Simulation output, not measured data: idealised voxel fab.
Herein follows the process module entitled voxel spacer lines.
cross-section cut | 175 nm wide | cells 5 nm
When this document writes out a cross-section, it uses a grid of square cells and lists it as bands, beginning at the top and moving down, with a band standing for one or more rows of cells.
Each band's line starts with the height of the band's top and of its bottom, in nm. Then come its materials from left to right, each with its width in nm. One material with "everywhere" fills the band from edge to edge. "blank" is empty space.
Convention: height 0 is the level below which the wafer, as received, is all one material. The lowest band does not terminate at the bottom but continues downward, represented as "0..down".
Read "30 to 40" as a graded width: first number on top, second number at the bottom, same change between each pair of neighbouring rows.
Any step labelled "nothing different" changed none of the cells in the cross-section.
Closed empty spaces (no open way to the top) of 8 cells or more are what "Closed void table" lists, each as width x height at distance from the left edge, nm for all three.
Past the settings on a step's line: simulator remark, on that step.
overlay nm: on a step with a mask, how far right of its planned place the mask lay; negative means left.

The process steps that were planned are listed below
1: RECEIVE,material Si
2: CONFORMAL_DEP,material Al2O3,thk nm 10
3: DIRECTIONAL_DEP,material TiN,thk nm 10
4: DIRECTIONAL_DEP,material aC,thk nm 30
5: PATTERN,tone cover,mask id MANDREL,material resist,width nm 20,pitch nm 60,thk nm 40,overlay nm 0
6: DIRECTIONAL_ETCH,etch materials aC,depth nm 30
7: STRIP,etch materials resist
8: CONFORMAL_DEP,material SiN,thk nm 10
9: DIRECTIONAL_ETCH,etch materials SiN,depth nm 10
10: STRIP,etch materials aC
11: DIRECTIONAL_ETCH,etch materials TiN,depth nm 10
12: STRIP,etch materials SiN

Concerning the first of two wafers, which was run in accordance with the plan

as received, after step 1
* 0..down = Si everywhere
* Closed void table: none

Sectional view: wafer, after step 2
* 10..0 = Al2O3 everywhere
* below 0: unchanged

Sectional view: wafer, after step 3
* 20..10 = TiN everywhere
* below 10: unchanged

Sectional view: wafer, after step 4
* 50..20 = aC everywhere
* below 20: unchanged

Sectional view: wafer, after step 5
* 90..50 = blank 45 / resist 20 / blank 40 / resist 20 / blank 50
* below 50: unchanged

Sectional view: wafer, after step 6
* 60..50 = blank 45 / resist 20 / blank 40 / resist 20 / blank 50
* 50..20 = blank 45 / aC 20 / blank 40 / aC 20 / blank 50
* below 20: unchanged

Sectional view: wafer, after step 7
* 50..20 = blank 45 / aC 20 / blank 40 / aC 20 / blank 50
* below 20: unchanged

Sectional view: wafer, after step 8
* 60..50 = blank 35 / SiN 40 / blank 20 / SiN 40 / blank 40
* 50..30 = blank 35 / SiN 10 / aC 20 / SiN 10 / blank 20 / SiN 10 / aC 20 / SiN 10 / blank 40
* 30..20 = SiN 45 / aC 20 / SiN 40 / aC 20 / SiN 50
* below 20: unchanged

Sectional view: wafer, after step 9
* 50..20 = blank 35 / SiN 10 / aC 20 / SiN 10 / blank 20 / SiN 10 / aC 20 / SiN 10 / blank 40
* below 20: unchanged

Sectional view: wafer, after step 10
* 50..20 = blank 35 / SiN 10 / blank 20 / SiN 10 / blank 20 / SiN 10 / blank 20 / SiN 10 / blank 40
* below 20: unchanged

Sectional view: wafer, after step 11
* 50..20 = blank 35 / SiN 10 / blank 20 / SiN 10 / blank 20 / SiN 10 / blank 20 / SiN 10 / blank 40
* 20..10 = blank 35 / TiN 10 / blank 20 / TiN 10 / blank 20 / TiN 10 / blank 20 / TiN 10 / blank 40
* below 10: unchanged

Sectional view: wafer, after step 12
* 20..10 = blank 35 / TiN 10 / blank 20 / TiN 10 / blank 20 / TiN 10 / blank 20 / TiN 10 / blank 40
* below 10: unchanged

Notes, second wafer: start = first wafer's, plan = first wafer's, execution had one mistake; history identical to first through step 2

X-section, second wafer, when step 3 was due to finish
* 40..10 = aC everywhere
* below 10: unchanged

X-section, second wafer, when step 4 was due to finish
* 50..40 = TiN everywhere
* below 40: unchanged

X-section, second wafer, when step 5 was due to finish
* 90..50 = blank 45 / resist 20 / blank 40 / resist 20 / blank 50
* below 50: unchanged

X-section, second wafer, when step 6 was due to finish
* 60..50 = blank 45 / resist 20 / blank 40 / resist 20 / blank 50
* below 50: unchanged

X-section, second wafer, when step 7 was due to finish
* 50..40 = TiN everywhere
* below 40: unchanged

X-section, second wafer, when step 8 was due to finish
* 60..50 = SiN everywhere
* below 50: unchanged

X-section, second wafer, when step 9 was due to finish
* 50..40 = TiN everywhere
* below 40: unchanged

X-section, second wafer, when step 10 was due to finish: nothing different

X-section, second wafer, when step 11 was due to finish
* 40..10 = aC everywhere
* below 10: unchanged

X-section, second wafer, when step 12 was due to finish: nothing different
Run error: the run placed steps 3 and 4 each in the position the plan gave to the other
Materials where the second wafer ends with more or fewer cells than the first: 16 fewer of TiN | 210 more of aC
